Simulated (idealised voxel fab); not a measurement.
Process module under the name voxel wiring stack
Shown is cross-section cut, with a width of 235 nm and square cells of size 5 nm.
In this document a cross-section is written as a grid of square cells. It is given as a series of bands, listed from the top down, and a band is one or more rows of cells.
Quick guide to a band line: top height, bottom height (nm) up front; then every material left to right with its width in nm. Only one material and it's marked "throughout"? Then it fills the band edge to edge. And "blank" just means empty space.
It should be noted that heights are counted from 0, beneath which the wafer as supplied is of one material throughout, and that the lowest band possesses no lower boundary but continues downward, as written in "z 0 and below".
When a width is written as two numbers, as in "30..40", the first number is the width in the top row of cells of the band and the second is the width in its bottom row, and the width changes by the same amount from each row to the next.
Where a step carries "all unchanged", the cross-section came out of it unchanged, cell for cell.
Entry "Fully sealed cavities" = empty spaces >= 8 cells with no open way to the top; each as width x height at distance, distance from left edge, all nm.
Read whatever lies past the settings on a step's line as the simulator's own remark about the step.
overlay nm: for a step with a mask, the amount by which the mask lay right of where it was planned; a negative amount means left of it.
plan
1 RECEIVE,material Si
2 CONFORMAL_DEP,material SiO2,thk nm 15
3 CONFORMAL_DEP,material SiCN,thk nm 5
4 DIRECTIONAL_DEP,material SiO2,thk nm 20
5 PATTERN,tone open,mask id METAL_1,material resist,width nm 20,pitch nm 40,thk nm 20,overlay nm 0
6 DIRECTIONAL_ETCH,etch materials SiO2,depth nm 20
7 DIRECTIONAL_ETCH,etch materials SiCN,depth nm 5
8 STRIP,etch materials resist
9 CONFORMAL_DEP,material TiN,thk nm 5
10 FILL_DEP,material Ru,thk nm 10
11 CMP,height nm 40
12 EPI,material Ru,thk nm 5
13 FILL_DEP,material SiCN,thk nm 5
14 DIRECTIONAL_DEP,material lowk,thk nm 35
15 DIRECTIONAL_DEP,material aC,thk nm 10
16 PATTERN,tone open,mask id METAL_2,material resist,width nm 20,pitch nm 40,thk nm 25,overlay nm 0
17 DIRECTIONAL_ETCH,etch materials aC,depth nm 10
18 STRIP,etch materials resist
19 DIRECTIONAL_ETCH,etch materials lowk,depth nm 20
20 STRIP,etch materials aC
21 PATTERN,tone open,mask id METAL_2_HOLES,material resist,width nm 15,pitch nm 80,thk nm 20,overlay nm 0
22 DIRECTIONAL_ETCH,etch materials lowk,depth nm 15
23 DIRECTIONAL_ETCH,etch materials SiCN,depth nm 5
24 STRIP,etch materials resist
25 CONFORMAL_DEP,material TiN,thk nm 5
26 FILL_DEP,material Cu,thk nm 5
27 CMP,height nm 85
28 CONFORMAL_DEP,material SiCN,thk nm 5
29 DIRECTIONAL_DEP,material lowk,thk nm 10
30 MASKED_ETCH,tone open,mask id PLUG_2,width nm 15,pitch nm 40,etch materials lowk,depth nm 10,overlay nm 0
31 MASKED_ETCH,tone open,mask id PLUG_2,width nm 15,pitch nm 40,etch materials SiCN,depth nm 5,overlay nm 0
32 CONFORMAL_DEP,material TiN,thk nm 5
33 FILL_DEP,material Ru,thk nm 10
34 CMP,height nm 100
35 DIRECTIONAL_DEP,material TiN,thk nm 5
36 DIRECTIONAL_DEP,material Ru,thk nm 15
37 MASKED_ETCH,tone cover,mask id METAL_3,width nm 20,pitch nm 40,etch materials Ru,depth nm 15,overlay nm 0
38 MASKED_ETCH,tone cover,mask id METAL_3,width nm 20,pitch nm 40,etch materials TiN,depth nm 5,overlay nm 0
39 FILL_DEP,material SiO2,thk nm 10
40 CMP,height nm 120
41 CONFORMAL_DEP,material SiCN,thk nm 5
42 DIRECTIONAL_DEP,material lowk,thk nm 10
43 DIRECTIONAL_DEP,material aC,thk nm 15
44 PATTERN,tone open,mask id PLUG_3,material resist,width nm 15,pitch nm 80,thk nm 35,overlay nm 0
45 DIRECTIONAL_ETCH,etch materials aC,depth nm 15
46 STRIP,etch materials resist
47 DIRECTIONAL_ETCH,etch materials lowk,depth nm 10
48 DIRECTIONAL_ETCH,etch materials SiCN,depth nm 5
49 STRIP,etch materials aC
50 CONFORMAL_DEP,material TiN,thk nm 5
51 FILL_DEP,material Ru,thk nm 10
52 CMP,height nm 135
53 CONFORMAL_DEP,material SiCN,thk nm 5
54 DIRECTIONAL_DEP,material SiO2,thk nm 15
55 PATTERN,tone open,mask id METAL_4,material resist,width nm 20,pitch nm 40,thk nm 15,overlay nm 0
56 DIRECTIONAL_ETCH,etch materials SiO2,depth nm 15
57 DIRECTIONAL_ETCH,etch materials SiCN,depth nm 5
58 STRIP,etch materials resist
59 CONFORMAL_DEP,material TiN,thk nm 5
60 FILL_DEP,material Cu,thk nm 5
61 CMP,height nm 155
62 CONFORMAL_DEP,material SiN,thk nm 5
Cross-sectional view of the wafer in its as-received condition, corresponding to the state after step 1
> z 0 and below | Si throughout
> Fully sealed cavities: none
Cross-section, end of module. Start: as above. Plan: as above. Execution: one mistake
> z 160 to 155 | SiN throughout
> z 155 to 140 | SiO2: 45; TiN: 5; Cu: 10; TiN: 5; SiO2: 20; TiN: 5; Cu: 10; TiN: 5; SiO2: 20; TiN: 5; Cu: 10; TiN: 5; SiO2: 20; TiN: 5; Cu: 10; TiN: 5; SiO2: 50
> z 140 to 135 | SiCN: 45; TiN: 20; SiCN: 20; TiN: 20; SiCN: 20; TiN: 20; SiCN: 20; TiN: 20; SiCN: 50
> z 135 to 125 | lowk: 45; TiN: 5; Ru: 5; TiN: 5; lowk: 65; TiN: 5; Ru: 5; TiN: 5; lowk: 95
> z 125 to 120 | SiCN: 45; TiN: 15; SiCN: 65; TiN: 15; SiCN: 95
> z 120 to 105 | SiO2: 45; Ru: 20; SiO2: 20; Ru: 20; SiO2: 20; Ru: 20; SiO2: 20; Ru: 20; SiO2: 50
> z 105 to 100 | SiO2: 45; TiN: 20; SiO2: 20; TiN: 20; SiO2: 20; TiN: 20; SiO2: 20; TiN: 20; SiO2: 50
> z 100 to 95 | lowk: 45; TiN: 5; Ru: 5; TiN: 5; lowk: 25; TiN: 5; Ru: 5; TiN: 5; lowk: 25; TiN: 5; Ru: 5; TiN: 5; lowk: 25; TiN: 5; Ru: 5; TiN: 5; lowk: 55
> z 95 to 90 | lowk: 45; TiN: 15; lowk: 25; TiN: 15; lowk: 25; TiN: 15; lowk: 25; TiN: 15; lowk: 55
> z 90 to 85 | SiCN: 45; TiN: 10; SiCN: 30; TiN: 10; SiCN: 30; TiN: 10; SiCN: 30; TiN: 10; SiCN: 60
> z 85 to 70 | lowk: 45; TiN: 5; Cu: 10; TiN: 5; lowk: 20; TiN: 5; Cu: 10; TiN: 5; lowk: 20; TiN: 5; Cu: 10; TiN: 5; lowk: 20; TiN: 5; Cu: 10; TiN: 5; lowk: 50
> z 70 to 65 | lowk: 45; TiN: 5; Cu: 5; TiN: 10; lowk: 20; TiN: 20; lowk: 20; TiN: 5; Cu: 5; TiN: 10; lowk: 20; TiN: 20; lowk: 50
> z 65 to 50 | lowk: 45; TiN: 5; Cu: 5; TiN: 5; lowk: 65; TiN: 5; Cu: 5; TiN: 5; lowk: 95
> z 50 to 45 | SiCN: 45; TiN: 15; SiCN: 65; TiN: 15; SiCN: 95
> z 45 to 40 | SiCN: 40; Ru: 30; SiCN: 10; Ru: 30; SiCN: 10; Ru: 30; SiCN: 10; Ru: 30; SiCN: 45
> z 40 to 20 | SiO2: 45; TiN: 5; Ru: 10; TiN: 5; SiO2: 20; TiN: 5; Ru: 10; TiN: 5; SiO2: 20; TiN: 5; Ru: 10; TiN: 5; SiO2: 20; TiN: 5; Ru: 10; TiN: 5; SiO2: 50
> z 20 to 15 | SiCN: 45; TiN: 20; SiCN: 20; TiN: 20; SiCN: 20; TiN: 20; SiCN: 20; TiN: 20; SiCN: 50
> z 15 to 0 | SiO2 throughout
> z 0 and below | Si throughout
> Fully sealed cavities: none
What went wrong in running the wafer? the process deviated at step 31: the operation and settings actually run there were MASKED_ETCH,tone open,mask id PLUG_2,width nm 15,pitch nm 40,etch materials SiCN,depth nm 5,overlay nm -5
